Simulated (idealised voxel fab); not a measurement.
Name of the process module below: voxel gate over fins
Section shown: cut. Width: 300 nm. Cell size: 5 nm, square.
How to read a cross-section here: the picture is a grid of square cells, written as bands going from the top down, and any band can span one or more rows of cells. Basically the band line says how high the top is and how high the bottom is, in nm, and then what's in it from left to right, every material with its width in nm. Empty space shows up as "empty", and if a single material carries "full width" it runs the full band edge to edge. Heights from 0 (as-received wafer is one material below). Bottom band endless downward, as "0 down". With a width like "30..40", each row of cells in the band differs from the next by the same amount, the top row carrying the first number and the bottom row the second. It should be understood that the words "no alterations made", when stated for a given step, signify that the cross-section underwent no change in any of its cells during that step. "Voids, enclosed" contains a list of empty spaces, each no smaller than 8 cells and without an open way to the top, written in the form width x height at distance with the distance from the left edge and all three in nm. Text after the settings on a step's line: the simulator's own remark on that step. overlay nm: mask offset rightward from planned place, masked step; negative means leftward offset.

[plan]
1: RECEIVE,material Si
2: CONFORMAL_DEP,material SiN,thk nm 10
3: DIRECTIONAL_DEP,material aC,thk nm 15
4: PATTERN,tone cover,mask id FINS,material resist,width nm 15,pitch nm 40,thk nm 35,overlay nm 0
5: DIRECTIONAL_ETCH,etch materials aC,depth nm 15
6: STRIP,etch materials resist
7: DIRECTIONAL_ETCH,etch materials SiN,depth nm 10
8: DIRECTIONAL_ETCH,etch materials Si,depth nm 30
9: STRIP,etch materials aC
10: OXIDIZE,depth nm 5
11: FILL_DEP,material SiO2,thk nm 5
12: CMP,height nm 10
13: SELECTIVE_ETCH,etch materials SiO2,depth nm 25
14: STRIP,etch materials SiN
15: CONFORMAL_DEP,material HfO2,thk nm 5
16: CONFORMAL_DEP,material TiN,thk nm 5
17: FILL_DEP,material W,thk nm 15
18: CMP,height nm 20
19: CONFORMAL_DEP,material SiCN,thk nm 10

[This is the cross-section of the wafer as we received it, i.e. after step 1]
  0 down: Si full width
  Voids, enclosed: none

[The module was run from the start shown above using the plan shown above, but one mistake was made doing it; the resulting wafer cross-section is below]
  30 to 20: SiCN full width
  20 to 10: W full width
  10 to 5: 105 W  25 TiN  15 W  25 TiN  15 W  25 TiN  90 W
  5 to 0: 105 W  5 TiN  15 HfO2  5 TiN  15 W  5 TiN  15 HfO2  5 TiN  15 W  5 TiN  15 HfO2  5 TiN  90 W
  0 to -5: 105 W  5 TiN  5 HfO2  5 Si  5 HfO2  5 TiN  15 W  5 TiN  5 HfO2  5 Si  5 HfO2  5 TiN  15 W  5 TiN  5 HfO2  5 Si  5 HfO2  5 TiN  90 W
  -5 to -10: 110 TiN  5 HfO2  5 Si  5 HfO2  25 TiN  5 HfO2  5 Si  5 HfO2  25 TiN  5 HfO2  5 Si  5 HfO2  95 TiN
  -10 to -15: 115 HfO2  5 Si  35 HfO2  5 Si  35 HfO2  5 Si  100 HfO2
  -15 to -35: 115 SiO2  5 Si  35 SiO2  5 Si  35 SiO2  5 Si  100 SiO2
  -35 down: Si full width
  Voids, enclosed: none
What was the processing mistake? planned and actual differ for step 4; actual: PATTERN,tone cover,mask id FINS,material resist,width nm 15,pitch nm 40,thk nm 35,overlay nm 10
